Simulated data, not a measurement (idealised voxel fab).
voxel transistor to metal: a process module
The figure presents cross-section cut, which has a width of 195 nm and is divided into square cells with an edge length of 5 nm.
Cross-sections here: square-cell grids, written as top-down lists of bands, a band being one or more rows of cells.
Each band's line starts with the height of the band's top and of its bottom, in nm. Then come its materials from left to right, each with its width in nm. One material with "full width" fills the band from edge to edge. "blank" is empty space.
Heights are reckoned from 0. Under this level, the received wafer is all of one material. The bottommost band is open-ended downward, for example "0 down".
The expression "30..40" gives the width at the extremes of the band, the first number at its top row of cells and the second at its bottom row, with the width changing by equal amounts from each row to the next in between.
"remained unchanged" for a step: no cell of the cross-section changed in that step.
Reported under the label "Enclosed void entries" are the empty spaces having no open way to the top and comprising 8 cells or more; the notation for each is width x height at distance, in which the distance is measured from the left edge and all three values are in nm.
Heads up: the bit after the settings on a step's line is the simulator's remark on that step.
The line of a step may include "overlay nm". On a step with a mask, this value is how far to the right of its planned place the mask lay. A negative value means the mask lay to the left.
List of planned process steps:
1,RECEIVE: material Si
2,CONFORMAL_DEP: material SiO2, thk nm 5
3,CONFORMAL_DEP: material SiN, thk nm 10
4,PATTERN: tone cover, mask id ACTIVE, material resist, width nm 110, thk nm 20, overlay nm 0
5,DIRECTIONAL_ETCH: etch materials SiN, depth nm 10
6,DIRECTIONAL_ETCH: etch materials SiO2, depth nm 5
7,DIRECTIONAL_ETCH: etch materials Si, depth nm 20
8,STRIP: etch materials resist
9,FILL_DEP: material SiO2, thk nm 5
10,CMP: height nm 15
11,SELECTIVE_ETCH: etch materials SiO2, depth nm 5
12,STRIP: etch materials SiN
13,SELECTIVE_ETCH: etch materials SiO2, depth nm 5
14,OXIDIZE: depth nm 5
15,DIRECTIONAL_DEP: material polySi, thk nm 20
16,DIRECTIONAL_DEP: material SiCN, thk nm 15
17,MASKED_ETCH: tone cover, mask id GATE, width nm 30, etch materials SiCN, depth nm 25, overlay nm 0
18,MASKED_ETCH: tone cover, mask id GATE, width nm 30, etch materials polySi, depth nm 30, overlay nm 0
19,CONFORMAL_DEP: material SiN, thk nm 5
20,DIRECTIONAL_ETCH: etch materials SiN, depth nm 5
21,DIRECTIONAL_ETCH: etch materials SiO2, depth nm 5
22,EPI: material nSi, thk nm 5
23,FILL_DEP: material SiO2, thk nm 10
24,CMP: height nm 20
25,STRIP: etch materials polySi
26,SELECTIVE_ETCH: etch materials SiO2, depth nm 5
27,CONFORMAL_DEP: material HfO2, thk nm 5
28,CONFORMAL_DEP: material TiN, thk nm 5
29,FILL_DEP: material W, thk nm 5
30,CMP: height nm 15
31,DIRECTIONAL_DEP: material SiO2, thk nm 15
32,DIRECTIONAL_DEP: material aC, thk nm 15
33,PATTERN: tone open, mask id CONTACT, material resist, width nm 15, pitch nm 75, thk nm 35, overlay nm 0
34,DIRECTIONAL_ETCH: etch materials aC, depth nm 15
35,STRIP: etch materials resist
36,DIRECTIONAL_ETCH: etch materials SiO2, depth nm 30
37,STRIP: etch materials aC
38,CONFORMAL_DEP: material TiN, thk nm 5
39,FILL_DEP: material Ru, thk nm 10
40,CMP: height nm 30
41,DIRECTIONAL_DEP: material TiN, thk nm 5
42,DIRECTIONAL_DEP: material Ru, thk nm 20
43,MASKED_ETCH: tone cover, mask id METAL_1, width nm 15, pitch nm 75, etch materials Ru, depth nm 20, overlay nm 0
44,MASKED_ETCH: tone cover, mask id METAL_1, width nm 15, pitch nm 75, etch materials TiN, depth nm 5, overlay nm 0
45,FILL_DEP: material lowk, thk nm 5
46,CMP: height nm 55
47,CONFORMAL_DEP: material SiCN, thk nm 5
48,DIRECTIONAL_DEP: material lowk, thk nm 35
49,DIRECTIONAL_DEP: material aC, thk nm 15
50,PATTERN: tone open, mask id METAL_2, material resist, width nm 15, pitch nm 75, thk nm 35, overlay nm 0
51,DIRECTIONAL_ETCH: etch materials aC, depth nm 15
52,STRIP: etch materials resist
53,DIRECTIONAL_ETCH: etch materials lowk, depth nm 20
54,STRIP: etch materials aC
55,DIRECTIONAL_DEP: material aC, thk nm 15
56,PATTERN: tone open, mask id METAL_2_HOLES, material resist, width nm 15, pitch nm 75, thk nm 35, overlay nm 0
57,DIRECTIONAL_ETCH: etch materials aC, depth nm 15
58,STRIP: etch materials resist
59,DIRECTIONAL_ETCH: etch materials lowk, depth nm 15
60,DIRECTIONAL_ETCH: etch materials SiCN, depth nm 5
61,STRIP: etch materials aC
62,CONFORMAL_DEP: material TiN, thk nm 5
63,FILL_DEP: material Ru, thk nm 5
64,CMP: height nm 95
65,CONFORMAL_DEP: material SiN, thk nm 5
Run as planned: first of two wafers:
Cross-section of the incoming wafer, state after step 1:
    0 down: Si full width
    Enclosed void entries: none
Once step 2 is through, the wafer looks like this in cross-section:
    5 to 0: SiO2 full width
    Under the height 0 nothing was changed.
Once step 3 is through, the wafer looks like this in cross-section:
    15 to 5: SiN full width
    Under the height 5 nothing was changed.
Once step 4 is through, the wafer looks like this in cross-section:
    35 to 15: blank=40  resist=110  blank=45
    Under the height 15 nothing was changed.
Once step 5 is through, the wafer looks like this in cross-section:
    35 to 15: blank=40  resist=110  blank=45
    15 to 5: blank=40  SiN=110  blank=45
    Under the height 5 nothing was changed.
Once step 6 is through, the wafer looks like this in cross-section:
    35 to 15: blank=40  resist=110  blank=45
    15 to 5: blank=40  SiN=110  blank=45
    5 to 0: blank=40  SiO2=110  blank=45
    Under the height 0 nothing was changed.
Once step 7 is through, the wafer looks like this in cross-section:
    35 to 15: blank=40  resist=110  blank=45
    15 to 5: blank=40  SiN=110  blank=45
    5 to 0: blank=40  SiO2=110  blank=45
    0 to -20: blank=40  Si=110  blank=45
    Under the height -20 nothing was changed.
Once step 8 is through, the wafer looks like this in cross-section:
    15 to 5: blank=40  SiN=110  blank=45
    Under the height 5 nothing was changed.
Once step 9 is through, the wafer looks like this in cross-section:
    20 to 15: SiO2 full width
    15 to 5: SiO2=40  SiN=110  SiO2=45
    5 to 0: SiO2 full width
    0 to -20: SiO2=40  Si=110  SiO2=45
    Under the height -20 nothing was changed.
Once step 10 is through, the wafer looks like this in cross-section:
    15 to 5: SiO2=40  SiN=110  SiO2=45
    Under the height 5 nothing was changed.
Once step 11 is through, the wafer looks like this in cross-section:
    15 to 10: blank=40  SiN=110  blank=45
    Under the height 10 nothing was changed.
Once step 12 is through, the wafer looks like this in cross-section:
    10 to 5: SiO2=40  blank=110  SiO2=45
    Under the height 5 nothing was changed.
Once step 13 is through, the wafer looks like this in cross-section:
    5 to 0: SiO2=35  blank=120  SiO2=40
    Under the height 0 nothing was changed.
Once step 14 is through, the wafer looks like this in cross-section:
    5 to 0: SiO2=35  blank=120  SiO2=40
    0 to -5: SiO2 full width
    Under the height -5 nothing was changed.
Once step 15 is through, the wafer looks like this in cross-section:
    25 to 20: polySi=35  blank=120  polySi=40
    20 to 5: polySi full width
    5 to 0: SiO2=35  polySi=120  SiO2=40
    Under the height 0 nothing was changed.
Once step 16 is through, the wafer looks like this in cross-section:
    40 to 35: SiCN=35  blank=120  SiCN=40
    35 to 25: SiCN full width
    25 to 20: polySi=35  SiCN=120  polySi=40
    Under the height 20 nothing was changed.
Once step 17 is through, the wafer looks like this in cross-section:
    35 to 25: blank=80  SiCN=30  blank=85
    25 to 20: polySi=35  blank=45  SiCN=30  blank=45  polySi=40
    Under the height 20 nothing was changed.
Once step 18 is through, the wafer looks like this in cross-section:
    35 to 20: blank=80  SiCN=30  blank=85
    20 to 5: blank=80  polySi=30  blank=85
    5 to 0: SiO2=35  blank=45  polySi=30  blank=45  SiO2=40
    Under the height 0 nothing was changed.
Once step 19 is through, the wafer looks like this in cross-section:
    40 to 35: blank=75  SiN=40  blank=80
    35 to 20: blank=75  SiN=5  SiCN=30  SiN=5  blank=80
    20 to 10: blank=75  SiN=5  polySi=30  SiN=5  blank=80
    10 to 5: SiN=40  blank=35  SiN=5  polySi=30  SiN=5  blank=35  SiN=45
    5 to 0: SiO2=35  SiN=45  polySi=30  SiN=45  SiO2=40
    Under the height 0 nothing was changed.
Once step 20 is through, the wafer looks like this in cross-section:
    35 to 20: blank=75  SiN=5  SiCN=30  SiN=5  blank=80
    20 to 5: blank=75  SiN=5  polySi=30  SiN=5  blank=80
    5 to 0: SiO2=35  SiN=5  blank=35  SiN=5  polySi=30  SiN=5  blank=35  SiN=5  SiO2=40
    Under the height 0 nothing was changed.
Once step 21 is through, the wafer looks like this in cross-section:
    35 to 20: blank=75  SiN=5  SiCN=30  SiN=5  blank=80
    20 to 5: blank=75  SiN=5  polySi=30  SiN=5  blank=80
    5 to 0: blank=35  SiN=5  blank=35  SiN=5  polySi=30  SiN=5  blank=35  SiN=5  blank=40
    0 to -5: SiO2=40  blank=35  SiO2=40  blank=35  SiO2=45
    Under the height -5 nothing was changed.
Once step 22 is through, the wafer looks like this in cross-section:
    35 to 20: blank=75  SiN=5  SiCN=30  SiN=5  blank=80
    20 to 5: blank=75  SiN=5  polySi=30  SiN=5  blank=80
    5 to 0: blank=35  SiN=5  blank=35  SiN=5  polySi=30  SiN=5  blank=35  SiN=5  blank=40
    0 to -5: SiO2=40  nSi=35  SiO2=40  nSi=35  SiO2=45
    Under the height -5 nothing was changed.
Once step 23 is through, the wafer looks like this in cross-section:
    45 to 35: SiO2 full width
    35 to 20: SiO2=75  SiN=5  SiCN=30  SiN=5  SiO2=80
    20 to 5: SiO2=75  SiN=5  polySi=30  SiN=5  SiO2=80
    5 to 0: SiO2=35  SiN=5  SiO2=35  SiN=5  polySi=30  SiN=5  SiO2=35  SiN=5  SiO2=40
    Under the height 0 nothing was changed.
Once step 24 is through, the wafer looks like this in cross-section:
    20 to 5: SiO2=75  SiN=5  polySi=30  SiN=5  SiO2=80
    Under the height 5 nothing was changed.
Once step 25 is through, the wafer looks like this in cross-section:
    20 to 5: SiO2=75  SiN=5  blank=30  SiN=5  SiO2=80
    5 to 0: SiO2=35  SiN=5  SiO2=35  SiN=5  blank=30  SiN=5  SiO2=35  SiN=5  SiO2=40
    Under the height 0 nothing was changed.
Once step 26 is through, the wafer looks like this in cross-section:
    20 to 15: blank=75  SiN=5  blank=30  SiN=5  blank=80
    15 to 5: SiO2=75  SiN=5  blank=30  SiN=5  SiO2=80
    5 to 0: SiO2=35  SiN=5  SiO2=35  SiN=5  blank=30  SiN=5  SiO2=35  SiN=5  SiO2=40
    0 to -5: SiO2=40  nSi=35  blank=40  nSi=35  SiO2=45
    Under the height -5 nothing was changed.
Once step 27 is through, the wafer looks like this in cross-section:
    25 to 20: blank=70  HfO2=15  blank=20  HfO2=15  blank=75
    20 to 15: HfO2=75  SiN=5  HfO2=5  blank=20  HfO2=5  SiN=5  HfO2=80
    15 to 5: SiO2=75  SiN=5  HfO2=5  blank=20  HfO2=5  SiN=5  SiO2=80
    5 to 0: SiO2=35  SiN=5  SiO2=35  SiN=5  HfO2=5  blank=20  HfO2=5  SiN=5  SiO2=35  SiN=5  SiO2=40
    0 to -5: SiO2=40  nSi=35  HfO2=40  nSi=35  SiO2=45
    Under the height -5 nothing was changed.
Once step 28 is through, the wafer looks like this in cross-section:
    30 to 25: blank=65  TiN=25  blank=10  TiN=25  blank=70
    25 to 20: TiN=70  HfO2=15  TiN=5  blank=10  TiN=5  HfO2=15  TiN=75
    20 to 15: HfO2=75  SiN=5  HfO2=5  TiN=5  blank=10  TiN=5  HfO2=5  SiN=5  HfO2=80
    15 to 5: SiO2=75  SiN=5  HfO2=5  TiN=5  blank=10  TiN=5  HfO2=5  SiN=5  SiO2=80
    5 to 0: SiO2=35  SiN=5  SiO2=35  SiN=5  HfO2=5  TiN=20  HfO2=5  SiN=5  SiO2=35  SiN=5  SiO2=40
    Under the height 0 nothing was changed.
Once step 29 is through, the wafer looks like this in cross-section:
    35 to 30: W full width
    30 to 25: W=65  TiN=25  W=10  TiN=25  W=70
    25 to 20: TiN=70  HfO2=15  TiN=5  W=10  TiN=5  HfO2=15  TiN=75
    20 to 15: HfO2=75  SiN=5  HfO2=5  TiN=5  W=10  TiN=5  HfO2=5  SiN=5  HfO2=80
    15 to 5: SiO2=75  SiN=5  HfO2=5  TiN=5  W=10  TiN=5  HfO2=5  SiN=5  SiO2=80
    Under the height 5 nothing was changed.
Once step 30 is through, the wafer looks like this in cross-section:
    15 to 5: SiO2=75  SiN=5  HfO2=5  TiN=5  W=10  TiN=5  HfO2=5  SiN=5  SiO2=80
    Under the height 5 nothing was changed.
Once step 31 is through, the wafer looks like this in cross-section:
    30 to 15: SiO2 full width
    Under the height 15 nothing was changed.
Once step 32 is through, the wafer looks like this in cross-section:
    45 to 30: aC full width
    Under the height 30 nothing was changed.
Once step 33 is through, the wafer looks like this in cross-section:
    80 to 45: resist=50  blank=15  resist=60  blank=15  resist=55
    Under the height 45 nothing was changed.
Once step 34 is through, the wafer looks like this in cross-section:
    65 to 45: resist=50  blank=15  resist=60  blank=15  resist=55
    45 to 30: aC=50  blank=15  aC=60  blank=15  aC=55
    Under the height 30 nothing was changed.
Once step 35 is through, the wafer looks like this in cross-section:
    45 to 30: aC=50  blank=15  aC=60  blank=15  aC=55
    Under the height 30 nothing was changed.
Once step 36 is through, the wafer looks like this in cross-section:
    45 to 30: aC=50  blank=15  aC=60  blank=15  aC=55
    30 to 15: SiO2=50  blank=15  SiO2=60  blank=15  SiO2=55
    15 to 5: SiO2=50  blank=15  SiO2=10  SiN=5  HfO2=5  TiN=5  W=10  TiN=5  HfO2=5  SiN=5  SiO2=10  blank=15  SiO2=55
    5 to 0: SiO2=35  SiN=5  SiO2=10  blank=15  SiO2=10  SiN=5  HfO2=5  TiN=20  HfO2=5  SiN=5  SiO2=10  blank=15  SiO2=10  SiN=5  SiO2=40
    Under the height 0 nothing was changed.
Once step 37 is through, the wafer looks like this in cross-section:
    30 to 15: SiO2=50  blank=15  SiO2=60  blank=15  SiO2=55
    Under the height 15 nothing was changed.
Once step 38 is through, the wafer looks like this in cross-section:
    35 to 30: TiN=55  blank=5  TiN=70  blank=5  TiN=60
    30 to 15: SiO2=50  TiN=5  blank=5  TiN=5  SiO2=60  TiN=5  blank=5  TiN=5  SiO2=55
    15 to 5: SiO2=50  TiN=5  blank=5  TiN=5  SiO2=10  SiN=5  HfO2=5  TiN=5  W=10  TiN=5  HfO2=5  SiN=5  SiO2=10  TiN=5  blank=5  TiN=5  SiO2=55
    5 to 0: SiO2=35  SiN=5  SiO2=10  TiN=15  SiO2=10  SiN=5  HfO2=5  TiN=20  HfO2=5  SiN=5  SiO2=10  TiN=15  SiO2=10  SiN=5  SiO2=40
    Under the height 0 nothing was changed.
Once step 39 is through, the wafer looks like this in cross-section:
    45 to 35: Ru full width
    35 to 30: TiN=55  Ru=5  TiN=70  Ru=5  TiN=60
    30 to 15: SiO2=50  TiN=5  Ru=5  TiN=5  SiO2=60  TiN=5  Ru=5  TiN=5  SiO2=55
    15 to 5: SiO2=50  TiN=5  Ru=5  TiN=5  SiO2=10  SiN=5  HfO2=5  TiN=5  W=10  TiN=5  HfO2=5  SiN=5  SiO2=10  TiN=5  Ru=5  TiN=5  SiO2=55
    Under the height 5 nothing was changed.
Once step 40 is through, the wafer looks like this in cross-section:
    30 to 15: SiO2=50  TiN=5  Ru=5  TiN=5  SiO2=60  TiN=5  Ru=5  TiN=5  SiO2=55
    Under the height 15 nothing was changed.
Once step 41 is through, the wafer looks like this in cross-section:
    35 to 30: TiN full width
    Under the height 30 nothing was changed.
Once step 42 is through, the wafer looks like this in cross-section:
    55 to 35: Ru full width
    Under the height 35 nothing was changed.
Once step 43 is through, the wafer looks like this in cross-section:
    55 to 35: blank=50  Ru=15  blank=60  Ru=15  blank=55
    Under the height 35 nothing was changed.
Once step 44 is through, the wafer looks like this in cross-section:
    55 to 35: blank=50  Ru=15  blank=60  Ru=15  blank=55
    35 to 30: blank=50  TiN=15  blank=60  TiN=15  blank=55
    Under the height 30 nothing was changed.
Once step 45 is through, the wafer looks like this in cross-section:
    60 to 55: lowk full width
    55 to 35: lowk=50  Ru=15  lowk=60  Ru=15  lowk=55
    35 to 30: lowk=50  TiN=15  lowk=60  TiN=15  lowk=55
    Under the height 30 nothing was changed.
Once step 46 is through, the wafer looks like this in cross-section:
    55 to 35: lowk=50  Ru=15  lowk=60  Ru=15  lowk=55
    Under the height 35 nothing was changed.
Once step 47 is through, the wafer looks like this in cross-section:
    60 to 55: SiCN full width
    Under the height 55 nothing was changed.
Once step 48 is through, the wafer looks like this in cross-section:
    95 to 60: lowk full width
    Under the height 60 nothing was changed.
Once step 49 is through, the wafer looks like this in cross-section:
    110 to 95: aC full width
    Under the height 95 nothing was changed.
Once step 50 is through, the wafer looks like this in cross-section:
    145 to 110: resist=50  blank=15  resist=60  blank=15  resist=55
    Under the height 110 nothing was changed.
Once step 51 is through, the wafer looks like this in cross-section:
    130 to 110: resist=50  blank=15  resist=60  blank=15  resist=55
    110 to 95: aC=50  blank=15  aC=60  blank=15  aC=55
    Under the height 95 nothing was changed.
Once step 52 is through, the wafer looks like this in cross-section:
    110 to 95: aC=50  blank=15  aC=60  blank=15  aC=55
    Under the height 95 nothing was changed.
Once step 53 is through, the wafer looks like this in cross-section:
    110 to 95: aC=50  blank=15  aC=60  blank=15  aC=55
    95 to 75: lowk=50  blank=15  lowk=60  blank=15  lowk=55
    Under the height 75 nothing was changed.
Once step 54 is through, the wafer looks like this in cross-section:
    95 to 75: lowk=50  blank=15  lowk=60  blank=15  lowk=55
    Under the height 75 nothing was changed.
Once step 55 is through, the wafer looks like this in cross-section:
    110 to 95: aC=50  blank=15  aC=60  blank=15  aC=55
    95 to 90: lowk=50  blank=15  lowk=60  blank=15  lowk=55
    90 to 75: lowk=50  aC=15  lowk=60  aC=15  lowk=55
    Under the height 75 nothing was changed.
Once step 56 is through, the wafer looks like this in cross-section:
    145 to 110: resist=50  blank=15  resist=60  blank=15  resist=55
    Under the height 110 nothing was changed.
Once step 57 is through, the wafer looks like this in cross-section:
    130 to 110: resist=50  blank=15  resist=60  blank=15  resist=55
    110 to 95: aC=50  blank=15  aC=60  blank=15  aC=55
    95 to 75: lowk=50  blank=15  lowk=60  blank=15  lowk=55
    Under the height 75 nothing was changed.
Once step 58 is through, the wafer looks like this in cross-section:
    110 to 95: aC=50  blank=15  aC=60  blank=15  aC=55
    Under the height 95 nothing was changed.
Once step 59 is through, the wafer looks like this in cross-section:
    110 to 95: aC=50  blank=15  aC=60  blank=15  aC=55
    95 to 60: lowk=50  blank=15  lowk=60  blank=15  lowk=55
    Under the height 60 nothing was changed.
Once step 60 is through, the wafer looks like this in cross-section:
    110 to 95: aC=50  blank=15  aC=60  blank=15  aC=55
    95 to 60: lowk=50  blank=15  lowk=60  blank=15  lowk=55
    60 to 55: SiCN=50  blank=15  SiCN=60  blank=15  SiCN=55
    Under the height 55 nothing was changed.
Once step 61 is through, the wafer looks like this in cross-section:
    95 to 60: lowk=50  blank=15  lowk=60  blank=15  lowk=55
    Under the height 60 nothing was changed.
Once step 62 is through, the wafer looks like this in cross-section:
    100 to 95: TiN=55  blank=5  TiN=70  blank=5  TiN=60
    95 to 60: lowk=50  TiN=5  blank=5  TiN=5  lowk=60  TiN=5  blank=5  TiN=5  lowk=55
    60 to 55: SiCN=50  TiN=15  SiCN=60  TiN=15  SiCN=55
    Under the height 55 nothing was changed.
Once step 63 is through, the wafer looks like this in cross-section:
    105 to 100: Ru full width
    100 to 95: TiN=55  Ru=5  TiN=70  Ru=5  TiN=60
    95 to 60: lowk=50  TiN=5  Ru=5  TiN=5  lowk=60  TiN=5  Ru=5  TiN=5  lowk=55
    Under the height 60 nothing was changed.
Once step 64 is through, the wafer looks like this in cross-section:
    95 to 60: lowk=50  TiN=5  Ru=5  TiN=5  lowk=60  TiN=5  Ru=5  TiN=5  lowk=55
    Under the height 60 nothing was changed.
Once step 65 is through, the wafer looks like this in cross-section:
    100 to 95: SiN full width
    Under the height 95 nothing was changed.
Second of two: same start, same plan, one run error; steps up to and including 30 match the first:
What the second wafer looks like in cross-section when step 31 should have wrapped up:
    45 to 15: SiO2 full width
    Under the height 15 nothing was changed.
What the second wafer looks like in cross-section when step 32 should have wrapped up:
    60 to 45: aC full width
    Under the height 45 nothing was changed.
What the second wafer looks like in cross-section when step 33 should have wrapped up:
    95 to 60: resist=50  blank=15  resist=60  blank=15  resist=55
    Under the height 60 nothing was changed.
What the second wafer looks like in cross-section when step 34 should have wrapped up:
    80 to 60: resist=50  blank=15  resist=60  blank=15  resist=55
    60 to 45: aC=50  blank=15  aC=60  blank=15  aC=55
    Under the height 45 nothing was changed.
What the second wafer looks like in cross-section when step 35 should have wrapped up:
    60 to 45: aC=50  blank=15  aC=60  blank=15  aC=55
    Under the height 45 nothing was changed.
What the second wafer looks like in cross-section when step 36 should have wrapped up:
    60 to 45: aC=50  blank=15  aC=60  blank=15  aC=55
    45 to 15: SiO2=50  blank=15  SiO2=60  blank=15  SiO2=55
    Under the height 15 nothing was changed.
What the second wafer looks like in cross-section when step 37 should have wrapped up:
    45 to 15: SiO2=50  blank=15  SiO2=60  blank=15  SiO2=55
    Under the height 15 nothing was changed.
What the second wafer looks like in cross-section when step 38 should have wrapped up:
    50 to 45: TiN=55  blank=5  TiN=70  blank=5  TiN=60
    45 to 20: SiO2=50  TiN=5  blank=5  TiN=5  SiO2=60  TiN=5  blank=5  TiN=5  SiO2=55
    20 to 15: SiO2=50  TiN=15  SiO2=60  TiN=15  SiO2=55
    Under the height 15 nothing was changed.
What the second wafer looks like in cross-section when step 39 should have wrapped up:
    60 to 50: Ru full width
    50 to 45: TiN=55  Ru=5  TiN=70  Ru=5  TiN=60
    45 to 20: SiO2=50  TiN=5  Ru=5  TiN=5  SiO2=60  TiN=5  Ru=5  TiN=5  SiO2=55
    Under the height 20 nothing was changed.
What the second wafer looks like in cross-section when step 40 should have wrapped up:
    30 to 20: SiO2=50  TiN=5  Ru=5  TiN=5  SiO2=60  TiN=5  Ru=5  TiN=5  SiO2=55
    Under the height 20 nothing was changed.
What the second wafer looks like in cross-section when step 41 should have wrapped up:
    35 to 30: TiN full width
    Under the height 30 nothing was changed.
What the second wafer looks like in cross-section when step 42 should have wrapped up:
    55 to 35: Ru full width
    Under the height 35 nothing was changed.
What the second wafer looks like in cross-section when step 43 should have wrapped up:
    55 to 35: blank=50  Ru=15  blank=60  Ru=15  blank=55
    Under the height 35 nothing was changed.
What the second wafer looks like in cross-section when step 44 should have wrapped up:
    55 to 35: blank=50  Ru=15  blank=60  Ru=15  blank=55
    35 to 30: blank=50  TiN=15  blank=60  TiN=15  blank=55
    Under the height 30 nothing was changed.
What the second wafer looks like in cross-section when step 45 should have wrapped up:
    60 to 55: lowk full width
    55 to 35: lowk=50  Ru=15  lowk=60  Ru=15  lowk=55
    35 to 30: lowk=50  TiN=15  lowk=60  TiN=15  lowk=55
    Under the height 30 nothing was changed.
What the second wafer looks like in cross-section when step 46 should have wrapped up:
    55 to 35: lowk=50  Ru=15  lowk=60  Ru=15  lowk=55
    Under the height 35 nothing was changed.
What the second wafer looks like in cross-section when step 47 should have wrapped up:
    60 to 55: SiCN full width
    Under the height 55 nothing was changed.
What the second wafer looks like in cross-section when step 48 should have wrapped up:
    95 to 60: lowk full width
    Under the height 60 nothing was changed.
What the second wafer looks like in cross-section when step 49 should have wrapped up:
    110 to 95: aC full width
    Under the height 95 nothing was changed.
What the second wafer looks like in cross-section when step 50 should have wrapped up:
    145 to 110: resist=50  blank=15  resist=60  blank=15  resist=55
    Under the height 110 nothing was changed.
What the second wafer looks like in cross-section when step 51 should have wrapped up:
    130 to 110: resist=50  blank=15  resist=60  blank=15  resist=55
    110 to 95: aC=50  blank=15  aC=60  blank=15  aC=55
    Under the height 95 nothing was changed.
What the second wafer looks like in cross-section when step 52 should have wrapped up:
    110 to 95: aC=50  blank=15  aC=60  blank=15  aC=55
    Under the height 95 nothing was changed.
What the second wafer looks like in cross-section when step 53 should have wrapped up:
    110 to 95: aC=50  blank=15  aC=60  blank=15  aC=55
    95 to 75: lowk=50  blank=15  lowk=60  blank=15  lowk=55
    Under the height 75 nothing was changed.
What the second wafer looks like in cross-section when step 54 should have wrapped up:
    95 to 75: lowk=50  blank=15  lowk=60  blank=15  lowk=55
    Under the height 75 nothing was changed.
What the second wafer looks like in cross-section when step 55 should have wrapped up:
    110 to 95: aC=50  blank=15  aC=60  blank=15  aC=55
    95 to 90: lowk=50  blank=15  lowk=60  blank=15  lowk=55
    90 to 75: lowk=50  aC=15  lowk=60  aC=15  lowk=55
    Under the height 75 nothing was changed.
What the second wafer looks like in cross-section when step 56 should have wrapped up:
    145 to 110: resist=50  blank=15  resist=60  blank=15  resist=55
    Under the height 110 nothing was changed.
What the second wafer looks like in cross-section when step 57 should have wrapped up:
    130 to 110: resist=50  blank=15  resist=60  blank=15  resist=55
    110 to 95: aC=50  blank=15  aC=60  blank=15  aC=55
    95 to 75: lowk=50  blank=15  lowk=60  blank=15  lowk=55
    Under the height 75 nothing was changed.
What the second wafer looks like in cross-section when step 58 should have wrapped up:
    110 to 95: aC=50  blank=15  aC=60  blank=15  aC=55
    Under the height 95 nothing was changed.
What the second wafer looks like in cross-section when step 59 should have wrapped up:
    110 to 95: aC=50  blank=15  aC=60  blank=15  aC=55
    95 to 60: lowk=50  blank=15  lowk=60  blank=15  lowk=55
    Under the height 60 nothing was changed.
What the second wafer looks like in cross-section when step 60 should have wrapped up:
    110 to 95: aC=50  blank=15  aC=60  blank=15  aC=55
    95 to 60: lowk=50  blank=15  lowk=60  blank=15  lowk=55
    60 to 55: SiCN=50  blank=15  SiCN=60  blank=15  SiCN=55
    Under the height 55 nothing was changed.
What the second wafer looks like in cross-section when step 61 should have wrapped up:
    95 to 60: lowk=50  blank=15  lowk=60  blank=15  lowk=55
    Under the height 60 nothing was changed.
What the second wafer looks like in cross-section when step 62 should have wrapped up:
    100 to 95: TiN=55  blank=5  TiN=70  blank=5  TiN=60
    95 to 60: lowk=50  TiN=5  blank=5  TiN=5  lowk=60  TiN=5  blank=5  TiN=5  lowk=55
    60 to 55: SiCN=50  TiN=15  SiCN=60  TiN=15  SiCN=55
    Under the height 55 nothing was changed.
What the second wafer looks like in cross-section when step 63 should have wrapped up:
    105 to 100: Ru full width
    100 to 95: TiN=55  Ru=5  TiN=70  Ru=5  TiN=60
    95 to 60: lowk=50  TiN=5  Ru=5  TiN=5  lowk=60  TiN=5  Ru=5  TiN=5  lowk=55
    Under the height 60 nothing was changed.
What the second wafer looks like in cross-section when step 64 should have wrapped up:
    95 to 60: lowk=50  TiN=5  Ru=5  TiN=5  lowk=60  TiN=5  Ru=5  TiN=5  lowk=55
    Under the height 60 nothing was changed.
What the second wafer looks like in cross-section when step 65 should have wrapped up:
    100 to 95: SiN full width
    Under the height 95 nothing was changed.
What was the processing mistake? in the plan, step 31 was performed twice
The final cell counts differ between the wafers, with the second having more or fewer of some materials than the first: Ru: 6 fewer | SiO2: 18 more | TiN: 12 fewer
